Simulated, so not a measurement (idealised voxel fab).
process module | voxel fin reveal
cross-section cut | 215 nm wide | cells 5 nm
A cross-section is a grid of square cells, given in bands from the top down. A band is one or more rows of cells.
Each band's line starts with the height of the band's top and of its bottom, in nm. Then come its materials from left to right, each with its width in nm. One material with "throughout" fills the band from edge to edge. "air" is empty space.
Height 0 is the level under which the wafer as received is all one material. The lowest band goes on downwards, as in "0 down".
A width such as "30 to 40" changes by the same amount from each row of cells to the next, from the band's top row to its bottom row.
"no change" after a step means that no cell of the cross-section changed.
closed voids: empty space of 8 cells or more with no open way to the top, each as width x height at its distance from the left edge, in nm
after a step's settings: what the simulator itself notes on the step
overlay nm, on a step with a mask: how far to the right of its planned place the mask lay; to the left if negative
plan
1 op RECEIVE | material Si
2 op CONFORMAL_DEP | material SiN | thk nm 5
3 op PATTERN | tone cover | mask id FINS | material resist | width nm 15 | pitch nm 45 | thk nm 15 | overlay nm 0
4 op DIRECTIONAL_ETCH | etch materials SiN | depth nm 5
5 op DIRECTIONAL_ETCH | etch materials Si | depth nm 30
6 op STRIP | etch materials resist
7 op FILL_DEP | material SiO2 | thk nm 10
8 op CMP | height nm 5
9 op SELECTIVE_ETCH | etch materials SiO2 | depth nm 20
10 op STRIP | etch materials SiN
as received, after step 1
  0 down: Si throughout
  closed voids: none
a wafer at the end: this start, this plan, one mistake
  0 to -15: air 75 | Si 15 | air 30 | Si 15 | air 80
  -15 to -60: SiO2 75 | Si 15 | SiO2 30 | Si 15 | SiO2 80
  -60 down: Si throughout
  closed voids: none
what went wrong: step 5 was run twice
